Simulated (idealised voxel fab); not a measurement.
Presented below is a process module, voxel fin reveal.
The width of the displayed cross-section, cut, is 280 nm; its cells are square, with a size of 5 nm.
This document writes a cross-section as a grid whose cells are square, and gives it as bands, listed from the top down; one or more rows of cells form a band.
Top height, bottom height, nm. Materials left to right, width each, nm. Single material + "full width" = fills band edge to edge. "air" = empty.
The level at which height equals 0 is the one under which the wafer, as it arrives, is entirely one material. No lower edge exists for the bottom band, which continues downward and is notated as in "0 down".
Top row gets the first number, bottom row gets the second, and each row in between changes by the same step: that is how a band width like "30..40" works.
"no change", as given for a step, is the statement that not any cell of the cross-section underwent a change during that step.
Each empty space that has no open way to the top and spans at least 8 cells appears under "Voids, enclosed" as width x height at distance, the distance counted from the left edge, all in nm.
On a step's line, text after the settings is the simulator commenting on that step.
The line of a step may include "overlay nm". On a step with a mask, this value is how far to the right of its planned place the mask lay. A negative value means the mask lay to the left.
Steps in the process plan:
| 1 | RECEIVE: material Si |
| 2 | CONFORMAL_DEP: material SiN, thk nm 5 |
| 3 | DIRECTIONAL_DEP: material aC, thk nm 15 |
| 4 | PATTERN: tone cover, mask id FINS, material resist, width nm 15, pitch nm 40, thk nm 30, overlay nm 0 |
| 5 | DIRECTIONAL_ETCH: etch materials aC, depth nm 15 |
| 6 | STRIP: etch materials resist |
| 7 | DIRECTIONAL_ETCH: etch materials SiN, depth nm 5 |
| 8 | DIRECTIONAL_ETCH: etch materials Si, depth nm 40 |
| 9 | STRIP: etch materials aC |
| 10 | FILL_DEP: material SiO2, thk nm 5 |
| 11 | CMP: height nm 5 |
| 12 | SELECTIVE_ETCH: etch materials SiO2, depth nm 35 |
| 13 | STRIP: etch materials SiN |
The first of a set of two wafers, run to plan:
Cross-section of the wafer at receipt, which is the condition after step 1:
  0 down | Si full width
  Voids, enclosed: none
Step 2 complete: cross-section through the wafer:
  5 to 0 | SiN full width
  Everything below 0 is unchanged.
Step 3 complete: cross-section through the wafer:
  20 to 5 | aC full width
  Everything below 5 is unchanged.
Step 4 complete: cross-section through the wafer:
  50 to 20 | air 70 nm / resist 15 nm / air 25 nm / resist 15 nm / air 25 nm / resist 15 nm / air 25 nm / resist 15 nm / air 75 nm
  Everything below 20 is unchanged.
Step 5 complete: cross-section through the wafer:
  35 to 20 | air 70 nm / resist 15 nm / air 25 nm / resist 15 nm / air 25 nm / resist 15 nm / air 25 nm / resist 15 nm / air 75 nm
  20 to 5 | air 70 nm / aC 15 nm / air 25 nm / aC 15 nm / air 25 nm / aC 15 nm / air 25 nm / aC 15 nm / air 75 nm
  Everything below 5 is unchanged.
Step 6 complete: cross-section through the wafer:
  20 to 5 | air 70 nm / aC 15 nm / air 25 nm / aC 15 nm / air 25 nm / aC 15 nm / air 25 nm / aC 15 nm / air 75 nm
  Everything below 5 is unchanged.
Step 7 complete: cross-section through the wafer:
  20 to 5 | air 70 nm / aC 15 nm / air 25 nm / aC 15 nm / air 25 nm / aC 15 nm / air 25 nm / aC 15 nm / air 75 nm
  5 to 0 | air 70 nm / SiN 15 nm / air 25 nm / SiN 15 nm / air 25 nm / SiN 15 nm / air 25 nm / SiN 15 nm / air 75 nm
  Everything below 0 is unchanged.
Step 8 complete: cross-section through the wafer:
  20 to 5 | air 70 nm / aC 15 nm / air 25 nm / aC 15 nm / air 25 nm / aC 15 nm / air 25 nm / aC 15 nm / air 75 nm
  5 to 0 | air 70 nm / SiN 15 nm / air 25 nm / SiN 15 nm / air 25 nm / SiN 15 nm / air 25 nm / SiN 15 nm / air 75 nm
  0 to -40 | air 70 nm / Si 15 nm / air 25 nm / Si 15 nm / air 25 nm / Si 15 nm / air 25 nm / Si 15 nm / air 75 nm
  Everything below -40 is unchanged.
Step 9 complete: cross-section through the wafer:
  5 to 0 | air 70 nm / SiN 15 nm / air 25 nm / SiN 15 nm / air 25 nm / SiN 15 nm / air 25 nm / SiN 15 nm / air 75 nm
  Everything below 0 is unchanged.
Step 10 complete: cross-section through the wafer:
  10 to 5 | SiO2 full width
  5 to 0 | SiO2 70 nm / SiN 15 nm / SiO2 25 nm / SiN 15 nm / SiO2 25 nm / SiN 15 nm / SiO2 25 nm / SiN 15 nm / SiO2 75 nm
  0 to -40 | SiO2 70 nm / Si 15 nm / SiO2 25 nm / Si 15 nm / SiO2 25 nm / Si 15 nm / SiO2 25 nm / Si 15 nm / SiO2 75 nm
  Everything below -40 is unchanged.
Step 11 complete: cross-section through the wafer:
  5 to 0 | SiO2 70 nm / SiN 15 nm / SiO2 25 nm / SiN 15 nm / SiO2 25 nm / SiN 15 nm / SiO2 25 nm / SiN 15 nm / SiO2 75 nm
  Everything below 0 is unchanged.
Step 12 complete: cross-section through the wafer:
  5 to 0 | air 70 nm / SiN 15 nm / air 25 nm / SiN 15 nm / air 25 nm / SiN 15 nm / air 25 nm / SiN 15 nm / air 75 nm
  0 to -30 | air 70 nm / Si 15 nm / air 25 nm / Si 15 nm / air 25 nm / Si 15 nm / air 25 nm / Si 15 nm / air 75 nm
  Everything below -30 is unchanged.
Step 13 complete: cross-section through the wafer:
  0 to -30 | air 70 nm / Si 15 nm / air 25 nm / Si 15 nm / air 25 nm / Si 15 nm / air 25 nm / Si 15 nm / air 75 nm
  Everything below -30 is unchanged.
Regarding the second of the two wafers: it shared the first wafer's starting condition and process plan, yet one error occurred during its execution. Its history coincides with that of the first wafer up to and including step 11:
At the planned end of step 12, the second wafer in cross-section:
  5 to 0 | SiO2 70 nm / air 15 nm / SiO2 25 nm / air 15 nm / SiO2 25 nm / air 15 nm / SiO2 25 nm / air 15 nm / SiO2 75 nm
  Everything below 0 is unchanged.
At the planned end of step 13, the second wafer in cross-section:
  0 to -30 | air 70 nm / Si 15 nm / air 25 nm / Si 15 nm / air 25 nm / Si 15 nm / air 25 nm / Si 15 nm / air 75 nm
  -30 to -35 | SiO2 35 nm / air 35 nm / Si 15 nm / air 25 nm / Si 15 nm / air 25 nm / Si 15 nm / air 25 nm / Si 15 nm / air 35 nm / SiO2 40 nm
  Everything below -35 is unchanged.
Short version of what went wrong: contrary to the plan, steps 12 and 13 were processed in exchanged order
Materials where the second wafer ends with more or fewer cells than the first: -29 SiO2
